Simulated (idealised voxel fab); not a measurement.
Module name: voxel self aligned contacts (process module)
Cross-section cut spans 170 nm and uses square cells 5 nm in size.
Format of a cross-section: grid, square cells. Given as bands. Order: top down. Band: one or more rows of cells. Top height, bottom height, nm. Materials left to right, width each, nm. Single material + "edge to edge" = fills band edge to edge. "blank" = empty. Heights are measured from 0, the level below which the as-received wafer is all one material; the lowest band has no bottom and continues downward, written as in "0 -> down". With a width like "30..40", each row of cells in the band differs from the next by the same amount, the top row carrying the first number and the bottom row the second. You'll sometimes find "nothing got changed" written for a step, and that's the way of saying that nowhere in the cross-section did a cell change during that step. Closed-off voids of 8+ cells (no open route to the top) go in "Unvented cavities", written width x height at distance from the left edge, in nm. Read whatever lies past the settings on a step's line as the simulator's own remark about the step. overlay nm: right-of-plan distance of the mask on a masked step; negative values mean left-of-plan.

### plan
1,RECEIVE: material Si
2,CONFORMAL_DEP: material SiO2, thk nm 5
3,DIRECTIONAL_DEP: material polySi, thk nm 30
4,DIRECTIONAL_DEP: material SiN, thk nm 15
5,DIRECTIONAL_DEP: material aC, thk nm 10
6,PATTERN: tone cover, mask id GATE, material resist, width nm 25, pitch nm 55, thk nm 30, overlay nm 0
7,DIRECTIONAL_ETCH: etch materials aC, depth nm 10
8,STRIP: etch materials resist
9,DIRECTIONAL_ETCH: etch materials SiN, depth nm 15
10,DIRECTIONAL_ETCH: etch materials polySi, depth nm 30
11,STRIP: etch materials aC
12,CONFORMAL_DEP: material SiN, thk nm 5
13,DIRECTIONAL_ETCH: etch materials SiN, depth nm 5
14,FILL_DEP: material SiO2, thk nm 20
15,CMP: height nm 60
16,MASKED_ETCH: tone open, mask id CONTACT, width nm 40, pitch nm 55, etch materials SiO2, depth nm 60, overlay nm -15
17,CONFORMAL_DEP: material TiN, thk nm 5
18,FILL_DEP: material W, thk nm 10
19,CMP: height nm 60
20,CONFORMAL_DEP: material SiCN, thk nm 5
varied across the wafers: overlay nm of step 16. The plan shows the first wafer's value. All wafers start alike

### Received condition of the first of several wafers, sectioned: post-step 1
	0 -> down | Si edge to edge
	Unvented cavities: none

### Wafer rows, end of module: cells per material gained (+) or lost (-) since receipt; closed voids last
overlay nm -15, +34 SiCN, +99 SiN, +127 SiO2, +60 TiN, +32 W, +90 polySi, Unvented cavities: none
overlay nm -10, +34 SiCN, +99 SiN, +107 SiO2, +60 TiN, +52 W, +90 polySi, Unvented cavities: none
overlay nm -5, +34 SiCN, +99 SiN, +107 SiO2, +60 TiN, +52 W, +90 polySi, Unvented cavities: none
overlay nm 0, +34 SiCN, +99 SiN, +107 SiO2, +60 TiN, +52 W, +90 polySi, Unvented cavities: none
overlay nm 5, +34 SiCN, +99 SiN, +107 SiO2, +60 TiN, +52 W, +90 polySi, Unvented cavities: none
overlay nm 10, +34 SiCN, +99 SiN, +107 SiO2, +60 TiN, +52 W, +90 polySi, Unvented cavities: none
overlay nm 15, +34 SiCN, +99 SiN, +127 SiO2, +60 TiN, +32 W, +90 polySi, Unvented cavities: none
